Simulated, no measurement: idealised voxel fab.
process module | voxel self aligned vias
cross-section cut | 235 nm wide | cells 5 nm
A cross-section is a grid of square cells, given in bands from the top down. A band is one or more rows of cells.
Each band's line starts with the height of the band's top and of its bottom, in nm. Then come its materials from left to right, each with its width in nm. One material with "throughout" fills the band from edge to edge. "air" is empty space.
Height 0 is the level under which the wafer as received is all one material. The lowest band goes on downwards, as in "0 down".
A width such as "30 to 40" changes by the same amount from each row of cells to the next, from the band's top row to its bottom row.
"no change" after a step means that no cell of the cross-section changed.
closed voids: empty space of 8 cells or more with no open way to the top, each as width x height at its distance from the left edge, in nm
after a step's settings: what the simulator itself notes on the step
overlay nm, on a step with a mask: how far to the right of its planned place the mask lay; to the left if negative
plan
1 op RECEIVE | material Si
2 op CONFORMAL_DEP | material SiO2 | thk nm 10
3 op CONFORMAL_DEP | material SiCN | thk nm 5
4 op DIRECTIONAL_DEP | material lowk | thk nm 20
5 op PATTERN | tone open | mask id LINES | material resist | width nm 25 | pitch nm 65 | thk nm 15 | overlay nm 0
6 op DIRECTIONAL_ETCH | etch materials lowk | depth nm 20
7 op STRIP | etch materials resist
8 op CONFORMAL_DEP | material TiN | thk nm 5
9 op FILL_DEP | material Ru | thk nm 5
10 op CMP | height nm 35
11 op SELECTIVE_ETCH | etch materials W Ru TiN | depth nm 10
12 op FILL_DEP | material SiN | thk nm 10
13 op CMP | height nm 35
14 op DIRECTIONAL_DEP | material lowk | thk nm 20
15 op DIRECTIONAL_DEP | material aC | thk nm 10
16 op PATTERN | tone open | mask id VIAS | material resist | width nm 35 | thk nm 30 | overlay nm 0
17 op DIRECTIONAL_ETCH | etch materials aC | depth nm 10
18 op STRIP | etch materials resist
19 op DIRECTIONAL_ETCH | etch materials lowk | depth nm 20
20 op DIRECTIONAL_ETCH | etch materials SiN | depth nm 10
21 op STRIP | etch materials aC
22 op CONFORMAL_DEP | material TiN | thk nm 5
23 op FILL_DEP | material W | thk nm 10
24 op CMP | height nm 55
25 op CONFORMAL_DEP | material SiN | thk nm 5
as received, after step 1
  0 down: Si throughout
  closed voids: none
a wafer at the end: this start, this plan, one mistake
  60 to 55: SiN throughout
  55 to 40: lowk 65 | TiN 5 | W 25 | TiN 5 | lowk 135
  40 to 35: lowk 65 | TiN 35 | lowk 135
  35 to 25: SiN 65 | TiN 5 | lowk 25 | TiN 5 | SiN 35 | lowk 25 | SiN 75
  25 to 20: Ru 65 | TiN 5 | lowk 25 | TiN 5 | Ru 30 | TiN 5 | lowk 25 | TiN 5 | Ru 70
  20 to 15: TiN 70 | lowk 25 | TiN 40 | lowk 25 | TiN 75
  15 to 10: SiCN throughout
  10 to 0: SiO2 throughout
  0 down: Si throughout
  closed voids: none
what went wrong: step 5 ran as: op PATTERN | tone cover | mask id LINES | material resist | width nm 25 | pitch nm 65 | thk nm 15 | overlay nm 0
